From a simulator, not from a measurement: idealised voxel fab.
Process module in this document: voxel tone inversion
Cross-sectional view cut (width: 280 nm; square cell size: 5 nm).
Cross-section format: a grid of square cells, given as bands from top to bottom; each band is one or more rows of cells. Within each band entry, the heights of the top and of the bottom of the band appear first, in that order and in nm; the materials of the band then follow from left to right, each with its corresponding width in nm. The designation "all across" on a single material indicates that it fills the band from edge to edge; the designation "empty" indicates empty space. Ref level 0: as-received wafer is one material below here. Bottom band extends down with no lower bound ("0 and below"). Graded width ("30->40"): value in top row of band = first number; value in bottom row = second number; row-to-row change constant. "nothing altered" (step): cross-section cells unchanged, all of them. Empty spaces counting at least 8 cells and having no open way to the top are listed in "Voids, fully enclosed". The notation width x height at distance is used for each, the distance being from the left edge and all three values in nm. It should be noted that, on the line of a given step, the content following the step's settings is a remark produced by the simulator itself with respect to that step. The line of a step may include "overlay nm". On a step with a mask, this value is how far to the right of its planned place the mask lay. A negative value means the mask lay to the left.
PLANNED PROCESS STEPS
step 1: RECEIVE,material Si
step 2: CONFORMAL_DEP,material SiCN,thk nm 10
step 3: DIRECTIONAL_DEP,material aC,thk nm 15
step 4: PATTERN,tone cover,mask id POSTS,material resist,width nm 20,pitch nm 40,thk nm 25,overlay nm 0
step 5: DIRECTIONAL_ETCH,etch materials aC,depth nm 15
step 6: STRIP,etch materials resist
step 7: FILL_DEP,material SiO2,thk nm 5
step 8: CMP,height nm 25
step 9: STRIP,etch materials aC
step 10: CONFORMAL_DEP,material TiN,thk nm 5
step 11: FILL_DEP,material Ru,thk nm 10
step 12: CMP,height nm 25
step 13: CONFORMAL_DEP,material SiN,thk nm 5
CROSS-SECTION OF THE WAFER AS IT CAME TO US, I.E., ALREADY THROUGH STEP 1
> 0 and below  Si all across
> Voids, fully enclosed: none
CROSS-SECTIONAL VIEW OF THE FIRST OF THE TWO WAFERS UPON COMPLETION OF THE MODULE, PROCESSED IN ACCORDANCE WITH THE PLAN
> 30 down to 25  SiN all across
> 25 down to 15  SiO2 (70), then TiN (5), then Ru (10), then TiN (5), then SiO2 (20), then TiN (5), then Ru (10), then TiN (5), then SiO2 (20), then TiN (5), then Ru (10), then TiN (5), then SiO2 (20), then TiN (5), then Ru (10), then TiN (5), then SiO2 (70)
> 15 down to 10  SiO2 (70), then TiN (20), then SiO2 (20), then TiN (20), then SiO2 (20), then TiN (20), then SiO2 (20), then TiN (20), then SiO2 (70)
> 10 down to 0  SiCN all across
> 0 and below  Si all across
> Voids, fully enclosed: none
CROSS-SECTION OF THE LATTER OF THE TWO WAFERS AT MODULE COMPLETION. IT HAD AN IDENTICAL START AND AN IDENTICAL PLAN TO THE FORMER; IN RUNNING IT, ONE MISTAKE WAS MADE
> 30 down to 25  SiN all across
> 25 down to 15  SiO2 (70), then TiN (5), then Ru (15), then TiN (5), then SiO2 (15), then TiN (5), then Ru (15), then TiN (5), then SiO2 (15), then TiN (5), then Ru (15), then TiN (5), then SiO2 (15), then TiN (5), then Ru (15), then TiN (5), then SiO2 (65)
> 15 down to 10  SiO2 (70), then TiN (25), then SiO2 (15), then TiN (25), then SiO2 (15), then TiN (25), then SiO2 (15), then TiN (25), then SiO2 (65)
> 10 down to 0  SiCN all across
> 0 and below  Si all across
> Voids, fully enclosed: none
Where did the run depart from the plan? planned and actual differ for step 4; actual: PATTERN,tone cover,mask id POSTS,material resist,width nm 25,pitch nm 40,thk nm 25,overlay nm 0
The closing comparison, in cells, has the second wafer with more or fewer of some materials than the first: Ru +8 | SiO2 -12 | TiN +4
